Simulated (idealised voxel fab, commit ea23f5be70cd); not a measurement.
process module | voxel capacitor over wiring
cross-section cut | 190 nm wide | cells 5 nm
A cross-section is a grid of square cells, given in bands from the top down. A band is one or more rows of cells.
Each band's line starts with the height of the band's top and of its bottom, in nm. Then come its materials from left to right, each with its width in nm. One material with "throughout" fills the band from edge to edge. "air" is empty space.
Height 0 is the level under which the wafer as received is all one material. The lowest band goes on downwards, as in "0 down".
A width such as "30 to 40" changes by the same amount from each row of cells to the next, from the band's top row to its bottom row.
"no change" after a step means that no cell of the cross-section changed.
closed voids: empty space of 8 cells or more with no open way to the top, each as width x height at its distance from the left edge, in nm
after a step's settings: what the simulator itself notes on the step
overlay nm, on a step with a mask: how far to the right of its planned place the mask lay; to the left if negative
plan
1 op RECEIVE | material Si
2 op CONFORMAL_DEP | material SiO2 | thk nm 10
3 op CONFORMAL_DEP | material SiN | thk nm 5
4 op DIRECTIONAL_DEP | material lowk | thk nm 25
5 op PATTERN | tone open | mask id METAL_1 | material resist | width nm 30 | pitch nm 80 | thk nm 20 | overlay nm 0
6 op DIRECTIONAL_ETCH | etch materials lowk | depth nm 25
7 op DIRECTIONAL_ETCH | etch materials SiN | depth nm 5
8 op STRIP | etch materials resist
9 op CONFORMAL_DEP | material TiN | thk nm 5
10 op FILL_DEP | material Cu | thk nm 5
11 op CMP | height nm 40
12 op CONFORMAL_DEP | material SiCN | thk nm 5
13 op DIRECTIONAL_DEP | material lowk | thk nm 10
14 op MASKED_ETCH | tone open | mask id PLUG_1 | width nm 15 | etch materials lowk | depth nm 10 | overlay nm 0
15 op MASKED_ETCH | tone open | mask id PLUG_1 | width nm 15 | etch materials SiCN | depth nm 5 | overlay nm 0
16 op CONFORMAL_DEP | material TiN | thk nm 5
17 op FILL_DEP | material Ru | thk nm 10
18 op CMP | height nm 55
19 op DIRECTIONAL_DEP | material TiN | thk nm 5
20 op DIRECTIONAL_DEP | material SiN | thk nm 5
21 op DIRECTIONAL_DEP | material TiN | thk nm 10
22 op MASKED_ETCH | tone cover | mask id UPPER_PLATE | width nm 55 | etch materials TiN | depth nm 5 | overlay nm 0
23 op MASKED_ETCH | tone cover | mask id UPPER_PLATE | width nm 55 | etch materials SiN | depth nm 5 | overlay nm 0
24 op MASKED_ETCH | tone cover | mask id LOWER_PLATE | width nm 65 | etch materials TiN | depth nm 5 | overlay nm 0
25 op FILL_DEP | material SiO2 | thk nm 15
26 op CMP | height nm 85
27 op MASKED_ETCH | tone open | mask id PLUG_2 | width nm 15 | etch materials SiO2 | depth nm 10 | overlay nm 0
28 op CONFORMAL_DEP | material TiN | thk nm 5
29 op FILL_DEP | material Ru | thk nm 10
30 op CMP | height nm 85
31 op CONFORMAL_DEP | material SiN | thk nm 5
varied across the wafers: depth nm of step 22. The plan shows the first wafer's value. All wafers start alike
first wafer as received, after step 1
  0 down: Si throughout
  closed voids: none
first wafer at the end, after step 31
  90 to 85: SiN throughout
  85 to 80: SiO2 65 | TiN 5 | Ru 5 | TiN 5 | SiO2 110
  80 to 70: SiO2 65 to 55 | TiN 15 to 55 | SiO2 110 to 80
  70 to 65: SiO2 50 | TiN 65 | SiO2 75
  65 to 60: SiN throughout
  60 to 55: TiN throughout
  55 to 45: lowk 55 | TiN 5 | Ru 5 | TiN 5 | lowk 120
  45 to 40: SiCN 55 | TiN 15 | SiCN 120
  40 to 15: lowk 40 | TiN 5 | Cu 20 | TiN 5 | lowk 50 | TiN 5 | Cu 20 | TiN 5 | lowk 40
  15 to 10: SiN 40 | TiN 30 | SiN 50 | TiN 30 | SiN 40
  10 to 0: SiO2 throughout
  0 down: Si throughout
  closed voids: none
last wafer at the end
  90 to 85: SiN throughout
  85 to 80: SiO2 65 | TiN 5 | Ru 5 | TiN 5 | SiO2 110
  80 to 75: SiO2 65 | TiN 15 | SiO2 110
  75 to 65: SiO2 55 | TiN 55 | SiO2 80
  65 to 60: SiO2 55 | SiN 55 | SiO2 80
  60 to 55: SiO2 50 | TiN 65 | SiO2 75
  55 to 45: lowk 55 | TiN 5 | Ru 5 | TiN 5 | lowk 120
  45 to 40: SiCN 55 | TiN 15 | SiCN 120
  40 to 15: lowk 40 | TiN 5 | Cu 20 | TiN 5 | lowk 50 | TiN 5 | Cu 20 | TiN 5 | lowk 40
  15 to 10: SiN 40 | TiN 30 | SiN 50 | TiN 30 | SiN 40
  10 to 0: SiO2 throughout
  0 down: Si throughout
  closed voids: none
each wafer at the end: cells of each material gained (+) or lost (-) since it was received, then its closed voids
depth nm 5 | +40 Cu | +3 Ru | +35 SiCN | +102 SiN | +198 SiO2 | +106 TiN | +200 lowk | closed voids: none
depth nm 10 | +40 Cu | +3 Ru | +35 SiCN | +75 SiN | +252 SiO2 | +79 TiN | +200 lowk | closed voids: none
depth nm 15 | +40 Cu | +3 Ru | +35 SiCN | +75 SiN | +252 SiO2 | +79 TiN | +200 lowk | closed voids: none
depth nm 20 | +40 Cu | +3 Ru | +35 SiCN | +75 SiN | +252 SiO2 | +79 TiN | +200 lowk | closed voids: none
depth nm 25 | +40 Cu | +3 Ru | +35 SiCN | +75 SiN | +252 SiO2 | +79 TiN | +200 lowk | closed voids: none
